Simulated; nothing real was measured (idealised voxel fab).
Documented hereafter: the process module known as voxel self aligned vias.
Pictured: cross-section cut, 270 nm wide, on a grid of 5 nm square cells.
Throughout this document, each cross-section is represented as a grid of square cells and is presented as a sequence of bands enumerated from the top downward, where a band comprises one or more rows of cells. Basically the band line says how high the top is and how high the bottom is, in nm, and then what's in it from left to right, every material with its width in nm. Empty space shows up as "empty", and if a single material carries "everywhere" it runs the full band edge to edge. Ref level 0: as-received wafer is one material below here. Bottom band extends down with no lower bound ("0 down"). Width "30->40": first value at the band's top row of cells, second value at its bottom row, equal change from row to row. "no change occurred" (step): cross-section cells unchanged, all of them. What "Voids, enclosed" gives you is every empty space of 8 cells or more that is cut off from the top. Each appears as width x height at distance, with the distance taken from the left edge and width, height and distance all in nm. Past the settings on a step's line: simulator remark, on that step. overlay nm: mask offset rightward from planned place, masked step; negative means leftward offset.

**plan**
step 1: RECEIVE with material Si
step 2: CONFORMAL_DEP with material SiO2, thk nm 15
step 3: CONFORMAL_DEP with material SiCN, thk nm 5
step 4: DIRECTIONAL_DEP with material lowk, thk nm 30
step 5: DIRECTIONAL_DEP with material aC, thk nm 10
step 6: PATTERN with tone open, mask id LINES, material resist, width nm 20, pitch nm 50, thk nm 30, overlay nm 0
step 7: DIRECTIONAL_ETCH with etch materials aC, depth nm 10
step 8: STRIP with etch materials resist
step 9: DIRECTIONAL_ETCH with etch materials lowk, depth nm 30
step 10: STRIP with etch materials aC
step 11: CONFORMAL_DEP with material TiN, thk nm 5
step 12: FILL_DEP with material Ru, thk nm 10
step 13: CMP with height nm 50
step 14: SELECTIVE_ETCH with etch materials W Ru TiN, depth nm 10
step 15: FILL_DEP with material SiN, thk nm 5
step 16: CMP with height nm 50
step 17: DIRECTIONAL_DEP with material lowk, thk nm 20
step 18: DIRECTIONAL_DEP with material aC, thk nm 15
step 19: PATTERN with tone open, mask id VIAS, material resist, width nm 30, pitch nm 50, thk nm 35, overlay nm 0
step 20: DIRECTIONAL_ETCH with etch materials aC, depth nm 15
step 21: STRIP with etch materials resist
step 22: DIRECTIONAL_ETCH with etch materials lowk, depth nm 20
step 23: DIRECTIONAL_ETCH with etch materials SiN, depth nm 10
step 24: STRIP with etch materials aC
step 25: CONFORMAL_DEP with material TiN, thk nm 5
step 26: FILL_DEP with material W, thk nm 10
step 27: CMP with height nm 70
step 28: CONFORMAL_DEP with material SiN, thk nm 5

**Incoming wafer in cross-section (state: after step 1)**
  0 down: Si everywhere
  Voids, enclosed: none

**Cross-section, end of module. Start: as above. Plan: as above. Execution: one mistake**
  75 to 70: SiN everywhere
  70 to 55: lowk 95, then TiN 5, then W 20, then TiN 5, then lowk 20, then TiN 5, then W 20, then TiN 5, then lowk 95
  55 to 45: lowk 95->100, then TiN 10->5, then W 10, then TiN 10->5, then lowk 20->30, then TiN 10->5, then W 10, then TiN 10->5, then lowk 95->100
  45 to 40: lowk 100, then TiN 20, then lowk 30, then TiN 20, then lowk 100
  40 to 25: lowk 100, then TiN 5, then Ru 10, then TiN 5, then lowk 30, then TiN 5, then Ru 10, then TiN 5, then lowk 100
  25 to 20: lowk 100, then TiN 20, then lowk 30, then TiN 20, then lowk 100
  20 to 15: W everywhere
  15 to 0: SiO2 everywhere
  0 down: Si everywhere
  Voids, enclosed: none
Heads up, the wafer didn't run the way we planned it: rather than as planned, step 3 actually ran as CONFORMAL_DEP with material W, thk nm 5
